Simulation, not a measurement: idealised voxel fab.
This section sets out a process module, namely voxel capacitor over wiring.
The cross-section on display is named cut; it measures 270 nm wide, and its cells are 5 nm squares.
For the purposes of this document, a cross-section shall be understood as a grid of square cells, specified as bands listed in top-to-bottom order, each band consisting of one or more rows of cells. Look at the band entry: it leads with the top's height and the bottom's height in nm. Then it lists the materials left to right, with a width in nm for each. The word "throughout" on a single material says that material fills the band edge to edge. The word "blank" is empty space. Note: height 0 marks the level under which the wafer is uniformly one material as received. Lowest band unbounded below, written "from 0 down". A width such as "30->40" changes by the same amount from each row of cells to the next, from the band's top row to its bottom row. Where the words "nothing was modified" appear for a step, the cross-section shows no cell changed by that step; every cell remained as before. "Fully sealed voids" enumerates empty spaces isolated from the top, with no open way to it, that contain at least 8 cells, giving each as width x height at distance from the left edge, all three in nm. On each step's line, the part that comes after the settings is the simulator's own comment on the step. overlay nm: mask offset rightward from planned place, masked step; negative means leftward offset.

Process steps - plan
1: RECEIVE | material Si
2: CONFORMAL_DEP | material SiO2 | thk nm 10
3: CONFORMAL_DEP | material SiN | thk nm 5
4: DIRECTIONAL_DEP | material SiO2 | thk nm 15
5: PATTERN | tone open | mask id METAL_1 | material resist | width nm 15 | pitch nm 80 | thk nm 15 | overlay nm 0
6: DIRECTIONAL_ETCH | etch materials SiO2 | depth nm 15
7: DIRECTIONAL_ETCH | etch materials SiN | depth nm 5
8: STRIP | etch materials resist
9: CONFORMAL_DEP | material TiN | thk nm 5
10: FILL_DEP | material Cu | thk nm 5
11: CMP | height nm 30
12: CONFORMAL_DEP | material SiCN | thk nm 5
13: DIRECTIONAL_DEP | material SiO2 | thk nm 10
14: DIRECTIONAL_DEP | material aC | thk nm 10
15: PATTERN | tone open | mask id PLUG_1 | material resist | width nm 15 | thk nm 30 | overlay nm 0
16: DIRECTIONAL_ETCH | etch materials aC | depth nm 10
17: STRIP | etch materials resist
18: DIRECTIONAL_ETCH | etch materials SiO2 | depth nm 10
19: DIRECTIONAL_ETCH | etch materials SiCN | depth nm 5
20: STRIP | etch materials aC
21: EPI | material Ru | thk nm 10
22: EPI | material Ru | thk nm 5
23: DIRECTIONAL_DEP | material TiN | thk nm 5
24: DIRECTIONAL_DEP | material SiN | thk nm 5
25: DIRECTIONAL_DEP | material TiN | thk nm 10
26: MASKED_ETCH | tone cover | mask id UPPER_PLATE | width nm 65 | etch materials TiN | depth nm 10 | overlay nm 0
27: MASKED_ETCH | tone cover | mask id UPPER_PLATE | width nm 65 | etch materials SiN | depth nm 5 | overlay nm 0
28: MASKED_ETCH | tone cover | mask id LOWER_PLATE | width nm 75 | etch materials TiN | depth nm 5 | overlay nm 0
29: FILL_DEP | material SiO2 | thk nm 20
30: CMP | height nm 80
31: PATTERN | tone open | mask id PLUG_2 | material resist | width nm 15 | thk nm 20 | overlay nm 0
32: DIRECTIONAL_ETCH | etch materials SiO2 | depth nm 15
33: STRIP | etch materials resist
34: CONFORMAL_DEP | material TiN | thk nm 5
35: FILL_DEP | material W | thk nm 10
36: CMP | height nm 80
37: CONFORMAL_DEP | material SiCN | thk nm 5
The wafers are alike at the start. At step 5, their width nm differs. The plan lists the first wafer's value.

Cross-section of the first incoming wafer of several, state after step 1
from 0 down  Si throughout
Fully sealed voids: none

first wafer at the end, after step 37
from 85 to 80  SiCN throughout
from 80 to 70  100 of SiO2  5 of TiN  5 of W  5 of TiN  155 of SiO2
from 70 to 65  100 of SiO2  15 of TiN  155 of SiO2
from 65 to 55  90 of SiO2  65 of TiN  115 of SiO2
from 55 to 50  90 of SiO2  65 of SiN  115 of SiO2
from 50 to 45  85 of SiO2  75 of TiN  110 of SiO2
from 45 to 35  90 of SiO2  15 of Ru  165 of SiO2
from 35 to 30  90 of SiCN  15 of Ru  165 of SiCN
from 30 to 15  90 of SiO2  5 of TiN  5 of Cu  5 of TiN  65 of SiO2  5 of TiN  5 of Cu  5 of TiN  85 of SiO2
from 15 to 10  90 of SiN  15 of TiN  65 of SiN  15 of TiN  85 of SiN
from 10 to 0  SiO2 throughout
from 0 down  Si throughout
Fully sealed voids: none

last wafer at the end
from 85 to 80  SiCN throughout
from 80 to 70  100 of SiO2  5 of TiN  5 of W  5 of TiN  155 of SiO2
from 70 to 65  100 of SiO2  15 of TiN  155 of SiO2
from 65 to 55  90 of SiO2  65 of TiN  115 of SiO2
from 55 to 50  90 of SiO2  65 of SiN  115 of SiO2
from 50 to 45  85 of SiO2  75 of TiN  110 of SiO2
from 45 to 35  90 of SiO2  15 of Ru  165 of SiO2
from 35 to 30  90 of SiCN  15 of Ru  165 of SiCN
from 30 to 15  80 of SiO2  5 of TiN  25 of Cu  5 of TiN  45 of SiO2  5 of TiN  25 of Cu  5 of TiN  75 of SiO2
from 15 to 10  80 of SiN  35 of TiN  45 of SiN  35 of TiN  75 of SiN
from 10 to 0  SiO2 throughout
from 0 down  Si throughout
Fully sealed voids: none

Below: a row per wafer. Contents at end of module: for every material, cells gained since receipt (+) or lost since receipt (-); then closed voids
width nm 15, +6 Cu, +9 Ru, +105 SiCN, +61 SiN, +669 SiO2, +66 TiN, +2 W, Fully sealed voids: none
width nm 20, +12 Cu, +9 Ru, +105 SiCN, +59 SiN, +663 SiO2, +68 TiN, +2 W, Fully sealed voids: none
width nm 25, +18 Cu, +9 Ru, +105 SiCN, +57 SiN, +657 SiO2, +70 TiN, +2 W, Fully sealed voids: none
width nm 30, +24 Cu, +9 Ru, +105 SiCN, +55 SiN, +651 SiO2, +72 TiN, +2 W, Fully sealed voids: none
width nm 35, +30 Cu, +9 Ru, +105 SiCN, +53 SiN, +645 SiO2, +74 TiN, +2 W, Fully sealed voids: none
